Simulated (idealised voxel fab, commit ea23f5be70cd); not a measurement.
The following is a process module called voxel gate over fins.
Displayed cross-section: cut, width of 195 nm, square cells sized 5 nm.
How to read a cross-section here: the picture is a grid of square cells, written as bands going from the top down, and any band can span one or more rows of cells.
Heads up on the band format: heights come first, top then bottom, in nm. After that it's the materials left to right, each with its width in nm. A single material flagged "everywhere" fills the whole band edge to edge, and "blank" means there's empty space there.
Beneath 0, the wafer as received is one material, and that level is where height counting begins. The lowest band goes on downward without a bottom; it is written like "0 and below".
When a width is written as two numbers, as in "30 to 40", the first number is the width in the top row of cells of the band and the second is the width in its bottom row, and the width changes by the same amount from each row to the next.
Where the words "left unchanged" appear for a step, the cross-section shows no cell changed by that step; every cell remained as before.
"Enclosed void entries" enumerates empty spaces isolated from the top, with no open way to it, that contain at least 8 cells, giving each as width x height at distance from the left edge, all three in nm.
It should be noted that, on the line of a given step, the content following the step's settings is a remark produced by the simulator itself with respect to that step.
A step's line can hold "overlay nm"; with a mask on that step, the setting says how far right of the planned place the mask lay, while a negative setting says it lay to the left.
### List of planned process steps
1,op RECEIVE | material Si
2,op CONFORMAL_DEP | material SiN | thk nm 10
3,op PATTERN | tone cover | mask id FINS | material resist | width nm 15 | pitch nm 40 | thk nm 15 | overlay nm 0
4,op DIRECTIONAL_ETCH | etch materials SiN | depth nm 10
5,op DIRECTIONAL_ETCH | etch materials Si | depth nm 30
6,op STRIP | etch materials resist
7,op OXIDIZE | depth nm 5
8,op FILL_DEP | material SiO2 | thk nm 5
9,op CMP | height nm 10
10,op SELECTIVE_ETCH | etch materials SiO2 | depth nm 25
11,op STRIP | etch materials SiN
12,op CONFORMAL_DEP | material HfO2 | thk nm 5
13,op CONFORMAL_DEP | material TiN | thk nm 5
14,op CONFORMAL_DEP | material TiAl | thk nm 5
15,op CONFORMAL_DEP | material TiN | thk nm 5
16,op FILL_DEP | material W | thk nm 15
17,op CMP | height nm 30
18,op CONFORMAL_DEP | material SiCN | thk nm 5
### Received-state cross-section, reflecting completion of step 1
    0 and below = Si everywhere
    Enclosed void entries: none
### a wafer at the end: this start, this plan, one mistake
    35 down to 30 = SiCN everywhere
    30 down to 20 = W everywhere
    20 down to 15 = 55 of W | 90 of TiN | 50 of W
    15 down to 10 = 55 of W | 5 of TiN | 80 of TiAl | 5 of TiN | 50 of W
    10 down to 5 = 55 of W | 5 of TiN | 5 of TiAl | 30 of TiN | 10 of TiAl | 30 of TiN | 5 of TiAl | 5 of TiN | 50 of W
    5 down to 0 = 60 of TiN | 5 of TiAl | 5 of TiN | 20 of HfO2 | 5 of TiN | 10 of TiAl | 5 of TiN | 20 of HfO2 | 5 of TiN | 5 of TiAl | 55 of TiN
    0 down to -5 = 65 of TiAl | 5 of TiN | 5 of HfO2 | 10 of Si | 5 of HfO2 | 5 of TiN | 10 of TiAl | 5 of TiN | 5 of HfO2 | 10 of Si | 5 of HfO2 | 5 of TiN | 60 of TiAl
    -5 down to -10 = 70 of TiN | 5 of HfO2 | 10 of Si | 5 of HfO2 | 20 of TiN | 5 of HfO2 | 10 of Si | 5 of HfO2 | 65 of TiN
    -10 down to -15 = 75 of HfO2 | 10 of Si | 30 of HfO2 | 10 of Si | 70 of HfO2
    -15 down to -35 = 75 of SiO2 | 10 of Si | 30 of SiO2 | 10 of Si | 70 of SiO2
    -35 and below = Si everywhere
    Enclosed void entries: none
Which mistake was made when the wafer was run? step 3 did not use the planned setting and instead ran as op PATTERN | tone cover | mask id FINS | material resist | width nm 20 | pitch nm 40 | thk nm 15 | overlay nm 0
